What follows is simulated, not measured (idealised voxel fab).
A process module follows: voxel spacer lines.
In the cross-section labelled cut, the width is 190 nm and each square cell is 5 nm.
Format of a cross-section: grid, square cells. Given as bands. Order: top down. Band: one or more rows of cells. Within each band entry, the heights of the top and of the bottom of the band appear first, in that order and in nm; the materials of the band then follow from left to right, each with its corresponding width in nm. The designation "full width" on a single material indicates that it fills the band from edge to edge; the designation "empty" indicates empty space. Basically, 0 is our baseline, since under it the wafer straight out of the box is all one material. The bottom band has no lower end and keeps on going down, so it looks like "0..down". So if you see something like "30..40" for the width, read it as the top row of the band sitting at the first number and the bottom row at the second, with every row in between moving by the same amount as the last. Any step labelled "changes: none" changed none of the cells in the cross-section. Empty spaces without an open route to the top, at least 8 cells in extent, make up the entry "Enclosed empty spaces"; each is given as width x height at distance, where the distance is measured from the left edge, and all are in nm. If you see something after the settings on a step's line, that's the simulator's own remark about that step. Each step line may optionally specify "overlay nm", which for a step with a mask gives the rightward distance between the mask's planned place and where it lay, a negative value indicating the leftward direction.

Plan:
1 RECEIVE: material Si
2 CONFORMAL_DEP: material Al2O3, thk nm 5
3 DIRECTIONAL_DEP: material TiN, thk nm 15
4 DIRECTIONAL_DEP: material aC, thk nm 20
5 PATTERN: tone cover, mask id MANDREL, material resist, width nm 15, pitch nm 50, thk nm 30, overlay nm 0
6 DIRECTIONAL_ETCH: etch materials aC, depth nm 20
7 STRIP: etch materials resist
8 CONFORMAL_DEP: material SiN, thk nm 10
9 DIRECTIONAL_ETCH: etch materials SiN, depth nm 10
10 STRIP: etch materials aC
11 DIRECTIONAL_ETCH: etch materials TiN, depth nm 15
12 STRIP: etch materials SiN
Split variable: width nm, step 5. Plan value = first wafer. Wafers start alike.

Cross-section: the first of several wafers in its as-received state, i.e. following step 1:
* 0..down | Si full width
* Enclosed empty spaces: none

End of module, by wafer: material-by-material cell gain (+) or loss (-) since receipt, then closed voids:
width nm 15, +38 Al2O3, +24 TiN, Enclosed empty spaces: none
width nm 20, +38 Al2O3, +24 TiN, Enclosed empty spaces: none
width nm 25, +38 Al2O3, +24 TiN, Enclosed empty spaces: none
width nm 30, +38 Al2O3, +24 TiN, Enclosed empty spaces: none
